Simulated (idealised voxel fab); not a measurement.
Documented hereafter: the process module known as voxel trench capacitor.
For reference, the cross-section in this document is cut, with width 245 nm and square cells of 5 nm.
Bands, listed from the top down, are how a cross-section gets written in this document; the cross-section itself is a grid of square cells, and a band is one or more rows of them.
First you get the band's top height and its bottom height, in nm, and then the materials it's made of, left to right, with each width in nm. If you see a single material with "edge to edge", that one covers the band edge to edge. "air" is empty space.
The reference from which all heights are counted is 0, the level beneath which the as-received wafer is entirely one material; the lowest band, having no lower bound, proceeds downward and is written after the example "top 0, no bottom".
Note: "30..40" means the width goes from the first number (top row of the band) to the second number (bottom row) in equal steps per row of cells.
Where a step carries "stayed the same", the cross-section came out of it unchanged, cell for cell.
The entry titled "Sealed void inventory" provides the empty spaces that have no open way to the top, restricted to those of 8 cells or more. Each is presented as width x height at distance, the distance being measured from the left edge, with all three in nm.
Heads up: the bit after the settings on a step's line is the simulator's remark on that step.
overlay nm: how far to the right of its planned place the mask lay on this masked step (negative: to the left).
Planned process steps:
| 1 | RECEIVE,material Si |
| 2 | CONFORMAL_DEP,material SiN,thk nm 5 |
| 3 | DIRECTIONAL_DEP,material aC,thk nm 15 |
| 4 | PATTERN,tone open,mask id TRENCH,material resist,width nm 25,pitch nm 50,thk nm 30,overlay nm 0 |
| 5 | DIRECTIONAL_ETCH,etch materials aC,depth nm 15 |
| 6 | STRIP,etch materials resist |
| 7 | DIRECTIONAL_ETCH,etch materials SiN,depth nm 5 |
| 8 | DIRECTIONAL_ETCH,etch materials Si,depth nm 25 |
| 9 | STRIP,etch materials aC |
| 10 | CONFORMAL_DEP,material HfO2,thk nm 5 |
| 11 | CONFORMAL_DEP,material TiN,thk nm 5 |
| 12 | FILL_DEP,material W,thk nm 5 |
| 13 | CMP,height nm 5 |
Here's what the wafer looked like in cross-section when it arrived - that's after step 1:
    top 0, no bottom | Si edge to edge
    Sealed void inventory: none
Starting wafer: above. Plan: above. Run: one mistake. Cross-section after the module: below:
    top 5, bottom 0 | W: 50 / TiN: 5 / HfO2: 5 / SiN: 25 / HfO2: 5 / TiN: 5 / W: 5 / TiN: 5 / HfO2: 5 / SiN: 25 / HfO2: 5 / TiN: 5 / W: 5 / TiN: 5 / HfO2: 5 / SiN: 25 / HfO2: 5 / TiN: 5 / W: 50
    top 0, bottom -15 | W: 50 / TiN: 5 / HfO2: 5 / Si: 25 / HfO2: 5 / TiN: 5 / W: 5 / TiN: 5 / HfO2: 5 / Si: 25 / HfO2: 5 / TiN: 5 / W: 5 / TiN: 5 / HfO2: 5 / Si: 25 / HfO2: 5 / TiN: 5 / W: 50
    top -15, bottom -20 | TiN: 55 / HfO2: 5 / Si: 25 / HfO2: 5 / TiN: 15 / HfO2: 5 / Si: 25 / HfO2: 5 / TiN: 15 / HfO2: 5 / Si: 25 / HfO2: 5 / TiN: 55
    top -20, bottom -25 | HfO2: 60 / Si: 25 / HfO2: 25 / Si: 25 / HfO2: 25 / Si: 25 / HfO2: 60
    top -25, no bottom | Si edge to edge
    Sealed void inventory: none
Run error: step 4 off recipe, ran as PATTERN,tone cover,mask id TRENCH,material resist,width nm 25,pitch nm 50,thk nm 30,overlay nm 0
